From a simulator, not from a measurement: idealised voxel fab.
The name of this process module is voxel self aligned contacts.
Cross-section cut: width 285 nm, square cells of 5 nm.
Heads up, the way a cross-section reads in here is a grid of square cells, handed over as bands from the top down, with every band being one or more rows of cells. First you get the band's top height and its bottom height, in nm, and then the materials it's made of, left to right, with each width in nm. If you see a single material with "full width", that one covers the band edge to edge. "blank" is empty space. Below 0: as-received wafer, all one material; heights counted from there. Lowest band: no bottom, goes on down, written "0 -> down". Top row gets the first number, bottom row gets the second, and each row in between changes by the same step: that is how a band width like "30 to 40" works. Step note "no alterations made" = no cross-section cell changed. The entry "Closed internal cavities" lists the empty spaces that cover at least 8 cells and have no open path to the top. Each is written as width x height at distance, where the distance is measured from the left edge and all three values are in nm. Post-settings text on a step line: simulator's own remark regarding the step. For masked steps, "overlay nm" on the step line gives how far right of plan the mask actually lay; a minus sign means it lay to the left.
Process steps (planned):
| 1 | RECEIVE [material Si] |
| 2 | OXIDIZE [depth nm 5] |
| 3 | DIRECTIONAL_DEP [material polySi] [thk nm 20] |
| 4 | DIRECTIONAL_DEP [material SiN] [thk nm 20] |
| 5 | MASKED_ETCH [tone cover] [mask id GATE] [width nm 35] [pitch nm 80] [etch materials SiN] [depth nm 20] [overlay nm 0] |
| 6 | MASKED_ETCH [tone cover] [mask id GATE] [width nm 35] [pitch nm 80] [etch materials polySi] [depth nm 20] [overlay nm 0] |
| 7 | CONFORMAL_DEP [material SiN] [thk nm 10] |
| 8 | DIRECTIONAL_ETCH [etch materials SiN] [depth nm 10] |
| 9 | FILL_DEP [material SiO2] [thk nm 15] |
| 10 | CMP [height nm 45] |
| 11 | PATTERN [tone open] [mask id CONTACT] [material resist] [width nm 65] [thk nm 20] [overlay nm 0] |
| 12 | DIRECTIONAL_ETCH [etch materials SiO2] [depth nm 50] |
| 13 | STRIP [etch materials resist] |
| 14 | CONFORMAL_DEP [material TiN] [thk nm 5] |
| 15 | FILL_DEP [material Ru] [thk nm 10] |
| 16 | CMP [height nm 45] |
| 17 | CONFORMAL_DEP [material SiCN] [thk nm 5] |
First out of two wafers; run went to plan:
As-received state of the wafer in cross-section, equivalent to post-step 1:
  0 -> down: Si full width
  Closed internal cavities: none
How the wafer stands in section after step 2:
  0 -> -5: SiO2 full width
  Whatever lies below -5 is exactly as it was before.
How the wafer stands in section after step 3:
  20 -> 0: polySi full width
  Whatever lies below 0 is exactly as it was before.
How the wafer stands in section after step 4:
  40 -> 20: SiN full width
  Whatever lies below 20 is exactly as it was before.
How the wafer stands in section after step 5:
  40 -> 20: blank 85  SiN 35  blank 45  SiN 35  blank 85
  Whatever lies below 20 is exactly as it was before.
How the wafer stands in section after step 6:
  40 -> 20: blank 85  SiN 35  blank 45  SiN 35  blank 85
  20 -> 0: blank 85  polySi 35  blank 45  polySi 35  blank 85
  Whatever lies below 0 is exactly as it was before.
How the wafer stands in section after step 7:
  50 -> 20: blank 75  SiN 55  blank 25  SiN 55  blank 75
  20 -> 10: blank 75  SiN 10  polySi 35  SiN 10  blank 25  SiN 10  polySi 35  SiN 10  blank 75
  10 -> 0: SiN 85  polySi 35  SiN 45  polySi 35  SiN 85
  Whatever lies below 0 is exactly as it was before.
How the wafer stands in section after step 8:
  40 -> 20: blank 75  SiN 55  blank 25  SiN 55  blank 75
  20 -> 0: blank 75  SiN 10  polySi 35  SiN 10  blank 25  SiN 10  polySi 35  SiN 10  blank 75
  Whatever lies below 0 is exactly as it was before.
How the wafer stands in section after step 9:
  55 -> 40: SiO2 full width
  40 -> 20: SiO2 75  SiN 55  SiO2 25  SiN 55  SiO2 75
  20 -> 0: SiO2 75  SiN 10  polySi 35  SiN 10  SiO2 25  SiN 10  polySi 35  SiN 10  SiO2 75
  Whatever lies below 0 is exactly as it was before.
How the wafer stands in section after step 10:
  45 -> 40: SiO2 full width
  Whatever lies below 40 is exactly as it was before.
How the wafer stands in section after step 11:
  65 -> 45: resist 110  blank 65  resist 110
  Whatever lies below 45 is exactly as it was before.
How the wafer stands in section after step 12:
  65 -> 45: resist 110  blank 65  resist 110
  45 -> 40: SiO2 110  blank 65  SiO2 110
  40 -> 20: SiO2 75  SiN 55  blank 25  SiN 55  SiO2 75
  20 -> 0: SiO2 75  SiN 10  polySi 35  SiN 10  blank 25  SiN 10  polySi 35  SiN 10  SiO2 75
  0 -> -5: SiO2 130  blank 25  SiO2 130
  Whatever lies below -5 is exactly as it was before.
How the wafer stands in section after step 13:
  45 -> 40: SiO2 110  blank 65  SiO2 110
  Whatever lies below 40 is exactly as it was before.
How the wafer stands in section after step 14:
  50 -> 45: TiN 115  blank 55  TiN 115
  45 -> 40: SiO2 110  TiN 25  blank 15  TiN 25  SiO2 110
  40 -> 20: SiO2 75  SiN 55  TiN 5  blank 15  TiN 5  SiN 55  SiO2 75
  20 -> 0: SiO2 75  SiN 10  polySi 35  SiN 10  TiN 5  blank 15  TiN 5  SiN 10  polySi 35  SiN 10  SiO2 75
  0 -> -5: SiO2 130  TiN 25  SiO2 130
  Whatever lies below -5 is exactly as it was before.
How the wafer stands in section after step 15:
  60 -> 50: Ru full width
  50 -> 45: TiN 115  Ru 55  TiN 115
  45 -> 40: SiO2 110  TiN 25  Ru 15  TiN 25  SiO2 110
  40 -> 20: SiO2 75  SiN 55  TiN 5  Ru 15  TiN 5  SiN 55  SiO2 75
  20 -> 0: SiO2 75  SiN 10  polySi 35  SiN 10  TiN 5  Ru 15  TiN 5  SiN 10  polySi 35  SiN 10  SiO2 75
  Whatever lies below 0 is exactly as it was before.
How the wafer stands in section after step 16:
  45 -> 40: SiO2 110  TiN 25  Ru 15  TiN 25  SiO2 110
  Whatever lies below 40 is exactly as it was before.
How the wafer stands in section after step 17:
  50 -> 45: SiCN full width
  Whatever lies below 45 is exactly as it was before.
What follows concerns the second wafer, which started out like the first and was meant to follow the very same plan; one mistake crept in when it was run, but everything up to and including step 1 is the same as for the first wafer:
The second wafer in cross-section, at the planned close of step 2:
  0 -> -10: SiO2 full width
  Whatever lies below -10 is exactly as it was before.
The second wafer in cross-section, at the planned close of step 3:
  20 -> 0: polySi full width
  Whatever lies below 0 is exactly as it was before.
The second wafer in cross-section, at the planned close of step 4:
  40 -> 20: SiN full width
  Whatever lies below 20 is exactly as it was before.
The second wafer in cross-section, at the planned close of step 5:
  40 -> 20: blank 85  SiN 35  blank 45  SiN 35  blank 85
  Whatever lies below 20 is exactly as it was before.
The second wafer in cross-section, at the planned close of step 6:
  40 -> 20: blank 85  SiN 35  blank 45  SiN 35  blank 85
  20 -> 0: blank 85  polySi 35  blank 45  polySi 35  blank 85
  Whatever lies below 0 is exactly as it was before.
The second wafer in cross-section, at the planned close of step 7:
  50 -> 20: blank 75  SiN 55  blank 25  SiN 55  blank 75
  20 -> 10: blank 75  SiN 10  polySi 35  SiN 10  blank 25  SiN 10  polySi 35  SiN 10  blank 75
  10 -> 0: SiN 85  polySi 35  SiN 45  polySi 35  SiN 85
  Whatever lies below 0 is exactly as it was before.
The second wafer in cross-section, at the planned close of step 8:
  40 -> 20: blank 75  SiN 55  blank 25  SiN 55  blank 75
  20 -> 0: blank 75  SiN 10  polySi 35  SiN 10  blank 25  SiN 10  polySi 35  SiN 10  blank 75
  Whatever lies below 0 is exactly as it was before.
The second wafer in cross-section, at the planned close of step 9:
  55 -> 40: SiO2 full width
  40 -> 20: SiO2 75  SiN 55  SiO2 25  SiN 55  SiO2 75
  20 -> 0: SiO2 75  SiN 10  polySi 35  SiN 10  SiO2 25  SiN 10  polySi 35  SiN 10  SiO2 75
  Whatever lies below 0 is exactly as it was before.
The second wafer in cross-section, at the planned close of step 10:
  45 -> 40: SiO2 full width
  Whatever lies below 40 is exactly as it was before.
The second wafer in cross-section, at the planned close of step 11:
  65 -> 45: resist 110  blank 65  resist 110
  Whatever lies below 45 is exactly as it was before.
The second wafer in cross-section, at the planned close of step 12:
  65 -> 45: resist 110  blank 65  resist 110
  45 -> 40: SiO2 110  blank 65  SiO2 110
  40 -> 20: SiO2 75  SiN 55  blank 25  SiN 55  SiO2 75
  20 -> 0: SiO2 75  SiN 10  polySi 35  SiN 10  blank 25  SiN 10  polySi 35  SiN 10  SiO2 75
  0 -> -5: SiO2 130  blank 25  SiO2 130
  Whatever lies below -5 is exactly as it was before.
The second wafer in cross-section, at the planned close of step 13:
  45 -> 40: SiO2 110  blank 65  SiO2 110
  Whatever lies below 40 is exactly as it was before.
The second wafer in cross-section, at the planned close of step 14:
  50 -> 45: TiN 115  blank 55  TiN 115
  45 -> 40: SiO2 110  TiN 25  blank 15  TiN 25  SiO2 110
  40 -> 20: SiO2 75  SiN 55  TiN 5  blank 15  TiN 5  SiN 55  SiO2 75
  20 -> 0: SiO2 75  SiN 10  polySi 35  SiN 10  TiN 5  blank 15  TiN 5  SiN 10  polySi 35  SiN 10  SiO2 75
  0 -> -5: SiO2 130  TiN 25  SiO2 130
  Whatever lies below -5 is exactly as it was before.
The second wafer in cross-section, at the planned close of step 15:
  60 -> 50: Ru full width
  50 -> 45: TiN 115  Ru 55  TiN 115
  45 -> 40: SiO2 110  TiN 25  Ru 15  TiN 25  SiO2 110
  40 -> 20: SiO2 75  SiN 55  TiN 5  Ru 15  TiN 5  SiN 55  SiO2 75
  20 -> 0: SiO2 75  SiN 10  polySi 35  SiN 10  TiN 5  Ru 15  TiN 5  SiN 10  polySi 35  SiN 10  SiO2 75
  Whatever lies below 0 is exactly as it was before.
The second wafer in cross-section, at the planned close of step 16:
  45 -> 40: SiO2 110  TiN 25  Ru 15  TiN 25  SiO2 110
  Whatever lies below 40 is exactly as it was before.
The second wafer in cross-section, at the planned close of step 17:
  50 -> 45: SiCN full width
  Whatever lies below 45 is exactly as it was before.
Processing error: so step 2 ended up running with a different setting than we planned, it ran as OXIDIZE [depth nm 10]
Counted in cells at the end, the second wafer holds more or fewer of these materials than the first: Si -57; SiO2 +57
